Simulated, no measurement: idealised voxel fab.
process module | voxel wiring stack
cross-section cut | 230 nm wide | cells 5 nm
A cross-section is a grid of square cells, given in bands from the top down. A band is one or more rows of cells.
Each band's line starts with the height of the band's top and of its bottom, in nm. Then come its materials from left to right, each with its width in nm. One material with "throughout" fills the band from edge to edge. "air" is empty space.
Height 0 is the level under which the wafer as received is all one material. The lowest band goes on downwards, as in "0 down".
A width such as "30 to 40" changes by the same amount from each row of cells to the next, from the band's top row to its bottom row.
"no change" after a step means that no cell of the cross-section changed.
closed voids: empty space of 8 cells or more with no open way to the top, each as width x height at its distance from the left edge, in nm
after a step's settings: what the simulator itself notes on the step
overlay nm, on a step with a mask: how far to the right of its planned place the mask lay; to the left if negative
plan
1 op RECEIVE | material Si
2 op CONFORMAL_DEP | material SiO2 | thk nm 10
3 op DIRECTIONAL_DEP | material TiN | thk nm 5
4 op DIRECTIONAL_DEP | material Ru | thk nm 25
5 op PATTERN | tone cover | mask id METAL_1 | material resist | width nm 20 | pitch nm 35 | thk nm 15 | overlay nm 0
6 op DIRECTIONAL_ETCH | etch materials Ru | depth nm 25
7 op DIRECTIONAL_ETCH | etch materials TiN | depth nm 5
8 op STRIP | etch materials resist
9 op CONFORMAL_DEP | material SiCN | thk nm 5
10 op FILL_DEP | material SiO2 | thk nm 10
11 op CMP | height nm 40
12 op CONFORMAL_DEP | material SiCN | thk nm 5
13 op DIRECTIONAL_DEP | material SiO2 | thk nm 20
14 op MASKED_ETCH | tone open | mask id PLUG_1 | width nm 15 | pitch nm 70 | etch materials SiO2 | depth nm 20 | overlay nm 0
15 op MASKED_ETCH | tone open | mask id PLUG_1 | width nm 15 | pitch nm 70 | etch materials SiCN | depth nm 5 | overlay nm 0
16 op EPI | material Ru | thk nm 10
17 op EPI | material Ru | thk nm 10
18 op EPI | material Ru | thk nm 5
19 op CONFORMAL_DEP | material SiCN | thk nm 5
20 op DIRECTIONAL_DEP | material SiO2 | thk nm 15
21 op DIRECTIONAL_DEP | material aC | thk nm 10
22 op PATTERN | tone open | mask id METAL_2 | material resist | width nm 20 | pitch nm 35 | thk nm 25 | overlay nm 0
23 op DIRECTIONAL_ETCH | etch materials aC | depth nm 10
24 op STRIP | etch materials resist
25 op DIRECTIONAL_ETCH | etch materials SiO2 | depth nm 15
26 op DIRECTIONAL_ETCH | etch materials SiCN | depth nm 5
27 op STRIP | etch materials aC
28 op CONFORMAL_DEP | material TiN | thk nm 5
29 op FILL_DEP | material Ru | thk nm 10
30 op CMP | height nm 85
31 op CONFORMAL_DEP | material SiCN | thk nm 5
32 op DIRECTIONAL_DEP | material SiO2 | thk nm 20
33 op PATTERN | tone open | mask id PLUG_2 | material resist | width nm 15 | pitch nm 70 | thk nm 20 | overlay nm 0
34 op DIRECTIONAL_ETCH | etch materials SiO2 | depth nm 20
35 op DIRECTIONAL_ETCH | etch materials SiCN | depth nm 5
36 op STRIP | etch materials resist
37 op CONFORMAL_DEP | material TiN | thk nm 5
38 op FILL_DEP | material Ru | thk nm 5
39 op CMP | height nm 110
40 op CONFORMAL_DEP | material SiN | thk nm 5
41 op DIRECTIONAL_DEP | material lowk | thk nm 20
42 op PATTERN | tone open | mask id METAL_3 | material resist | width nm 20 | pitch nm 35 | thk nm 15 | overlay nm 0
43 op DIRECTIONAL_ETCH | etch materials lowk | depth nm 20
44 op DIRECTIONAL_ETCH | etch materials SiN | depth nm 5
45 op STRIP | etch materials resist
46 op CONFORMAL_DEP | material TiN | thk nm 5
47 op FILL_DEP | material Cu | thk nm 5
48 op CMP | height nm 135
49 op CONFORMAL_DEP | material SiCN | thk nm 5
50 op DIRECTIONAL_DEP | material lowk | thk nm 25
51 op MASKED_ETCH | tone open | mask id METAL_4_HOLES | width nm 15 | pitch nm 35 | etch materials lowk | depth nm 25 | overlay nm 0
52 op MASKED_ETCH | tone open | mask id METAL_4 | width nm 20 | pitch nm 35 | etch materials lowk | depth nm 15 | overlay nm 0
53 op MASKED_ETCH | tone open | mask id METAL_4 | width nm 20 | pitch nm 35 | etch materials SiCN | depth nm 5 | overlay nm 0
54 op CONFORMAL_DEP | material TiN | thk nm 5
55 op FILL_DEP | material Cu | thk nm 10
56 op CMP | height nm 165
57 op CONFORMAL_DEP | material SiCN | thk nm 5
as received, after step 1
  0 down: Si throughout
  closed voids: none
a wafer at the end: this start, this plan, one mistake
  170 to 165: SiCN throughout
  165 to 155: lowk 50 | TiN 5 | Cu 10 | TiN 5 | lowk 15 | TiN 5 | Cu 10 | TiN 5 | lowk 15 | TiN 5 | Cu 10 | TiN 5 | lowk 15 | TiN 5 | Cu 10 | TiN 5 | lowk 55
  155 to 150: lowk 50 | TiN 5 | Cu 5 | TiN 10 | lowk 15 | TiN 5 | Cu 5 | TiN 10 | lowk 15 | TiN 5 | Cu 5 | TiN 10 | lowk 15 | TiN 5 | Cu 5 | TiN 10 | lowk 55
  150 to 140: lowk 50 | TiN 5 | Cu 5 | TiN 5 | lowk 20 | TiN 5 | Cu 5 | TiN 5 | lowk 20 | TiN 5 | Cu 5 | TiN 5 | lowk 20 | TiN 5 | Cu 5 | TiN 5 | lowk 60
  140 to 135: SiCN 50 | TiN 15 | SiCN 20 | TiN 15 | SiCN 20 | TiN 15 | SiCN 20 | TiN 15 | SiCN 60
  135 to 115: lowk 50 | TiN 5 | Cu 10 | TiN 5 | lowk 15 | TiN 5 | Cu 10 | TiN 5 | lowk 15 | TiN 5 | Cu 10 | TiN 5 | lowk 15 | TiN 5 | Cu 10 | TiN 5 | lowk 55
  115 to 110: SiN 50 | TiN 20 | SiN 15 | TiN 20 | SiN 15 | TiN 20 | SiN 15 | TiN 20 | SiN 55
  110 to 90: SiO2 50 | TiN 5 | Ru 5 | TiN 5 | SiO2 55 | TiN 5 | Ru 5 | TiN 5 | SiO2 95
  90 to 85: SiCN 50 | TiN 15 | SiCN 55 | TiN 15 | SiCN 95
  85 to 80: SiCN 50 | TiN 20 | SiCN 15 | TiN 20 | SiCN 15 | TiN 20 | SiCN 15 | TiN 20 | SiCN 55
  80 to 60: SiO2 50 | SiCN 5 | TiN 5 | SiCN 5 | SiO2 55 | SiCN 5 | TiN 5 | SiCN 5 | SiO2 95
  60 to 55: SiCN 55 | TiN 5 | SiCN 65 | TiN 5 | SiCN 100
  55 to 45: SiO2 throughout
  45 to 40: SiO2 45 | SiCN 30 | SiO2 5 | SiCN 30 | SiO2 5 | SiCN 30 | SiO2 5 | SiCN 30 | SiO2 50
  40 to 15: SiO2 45 | SiCN 5 | Ru 20 | SiCN 5 | SiO2 5 | SiCN 5 | Ru 20 | SiCN 5 | SiO2 5 | SiCN 5 | Ru 20 | SiCN 5 | SiO2 5 | SiCN 5 | Ru 20 | SiCN 5 | SiO2 50
  15 to 10: SiCN 50 | TiN 20 | SiCN 15 | TiN 20 | SiCN 15 | TiN 20 | SiCN 15 | TiN 20 | SiCN 55
  10 to 0: SiO2 throughout
  0 down: Si throughout
  closed voids: none
what went wrong: step 11 was left out
